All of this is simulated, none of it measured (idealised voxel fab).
Process module name: voxel self aligned contacts
Section cut is 230 nm wide and gridded with 5 nm square cells.
Square cells in a grid make up a cross-section in this document, and the grid is given as bands, listed from the top down, each one or more rows of cells. Each band's line starts with the height of the band's top and of its bottom, in nm. Then come its materials from left to right, each with its width in nm. One material with "edge to edge" fills the band from edge to edge. "blank" is empty space. Where do heights start? At 0: under that level the wafer as delivered is made of one material only. And the lowest band has no floor; it just carries on downward, as in "top 0, no bottom". The notation "30->40" denotes a width that varies across the rows of cells in the band, beginning at the first number in the top row, finishing at the second number in the bottom row, and changing by an identical amount from each row to the next. "changes: none" for a step: no cell of the cross-section changed in that step. Enclosed voids (no open way to top), threshold 8 cells or more, entry "Sealed internal voids", notation width x height at distance, distance from left edge, nm. Text after the settings on a step's line: the simulator's own remark on that step. The "overlay nm" setting may appear on a step's line; for a step that uses a mask, it gives how far to the right of its planned position the mask lay, and a negative value indicates the left.
So here's the lineup of process steps we planned:
| 1 | op RECEIVE | material Si |
| 2 | op OXIDIZE | depth nm 5 |
| 3 | op DIRECTIONAL_DEP | material polySi | thk nm 25 |
| 4 | op DIRECTIONAL_DEP | material SiN | thk nm 20 |
| 5 | op PATTERN | tone cover | mask id GATE | material resist | width nm 35 | pitch nm 70 | thk nm 15 | overlay nm 0 |
| 6 | op DIRECTIONAL_ETCH | etch materials SiN | depth nm 20 |
| 7 | op DIRECTIONAL_ETCH | etch materials polySi | depth nm 25 |
| 8 | op STRIP | etch materials resist |
| 9 | op CONFORMAL_DEP | material SiN | thk nm 5 |
| 10 | op DIRECTIONAL_ETCH | etch materials SiN | depth nm 5 |
| 11 | op FILL_DEP | material SiO2 | thk nm 15 |
| 12 | op CMP | height nm 40 |
| 13 | op MASKED_ETCH | tone open | mask id CONTACT | width nm 55 | etch materials SiO2 | depth nm 55 | overlay nm 0 |
| 14 | op CONFORMAL_DEP | material TiN | thk nm 5 |
| 15 | op FILL_DEP | material Ru | thk nm 10 |
| 16 | op CMP | height nm 50 |
| 17 | op CONFORMAL_DEP | material SiCN | thk nm 5 |
Be aware that, although all wafers share a common starting state, the height nm at step 12 differs among them, and the plan displays the first wafer's value.
So this is the first of several wafers, cross-sectioned as it came to us, meaning it's at the end of step 1:
  top 0, no bottom | Si edge to edge
  Sealed internal voids: none
Post step 17, the closing step of the module: first of several wafers, cross-sectioned:
  top 55, bottom 50 | SiCN edge to edge
  top 50, bottom 45 | Ru edge to edge
  top 45, bottom 40 | TiN=105 / Ru=15 / TiN=110
  top 40, bottom 25 | SiO2=55 / SiN=45 / TiN=5 / Ru=15 / TiN=5 / SiN=45 / SiO2=60
  top 25, bottom 0 | SiO2=55 / SiN=5 / polySi=35 / SiN=5 / TiN=5 / Ru=15 / TiN=5 / SiN=5 / polySi=35 / SiN=5 / SiO2=60
  top 0, bottom -5 | SiO2=100 / TiN=25 / SiO2=105
  top -5, no bottom | Si edge to edge
  Sealed internal voids: none
Final wafer of several, shown in cross-section at the end of the module:
  top 55, bottom 50 | SiCN edge to edge
  top 50, bottom 45 | SiO2=85 / TiN=20 / Ru=15 / TiN=20 / SiO2=90
  top 45, bottom 25 | SiO2=55 / SiN=45 / TiN=5 / Ru=15 / TiN=5 / SiN=45 / SiO2=60
  top 25, bottom 10 | SiO2=55 / SiN=5 / polySi=35 / SiN=5 / TiN=5 / Ru=15 / TiN=5 / SiN=5 / polySi=35 / SiN=5 / SiO2=60
  top 10, bottom 5 | SiO2=55 / SiN=5 / polySi=35 / SiN=5 / TiN=25 / SiN=5 / polySi=35 / SiN=5 / SiO2=60
  top 5, bottom 0 | SiO2=55 / SiN=5 / polySi=35 / SiN=5 / SiO2=25 / SiN=5 / polySi=35 / SiN=5 / SiO2=60
  top 0, bottom -5 | SiO2 edge to edge
  top -5, no bottom | Si edge to edge
  Sealed internal voids: none
Rows = wafers. At module end, each row lists per material the cells gained (+) or lost (-) since the wafer was received, then the closed voids:
height nm 40, +73 Ru, -46 Si, +46 SiCN, +74 SiN, +225 SiO2, +64 TiN, +70 polySi, Sealed internal voids: none
height nm 45, +30 Ru, -46 Si, +46 SiCN, +92 SiN, +248 SiO2, +66 TiN, +70 polySi, Sealed internal voids: none
height nm 50, +30 Ru, -46 Si, +46 SiCN, +92 SiN, +283 SiO2, +31 TiN, +70 polySi, Sealed internal voids: none
height nm 55, +27 Ru, -46 Si, +46 SiCN, +92 SiN, +288 SiO2, +29 TiN, +70 polySi, Sealed internal voids: none
height nm 60, +24 Ru, -46 Si, +46 SiCN, +92 SiN, +293 SiO2, +27 TiN, +70 polySi, Sealed internal voids: none
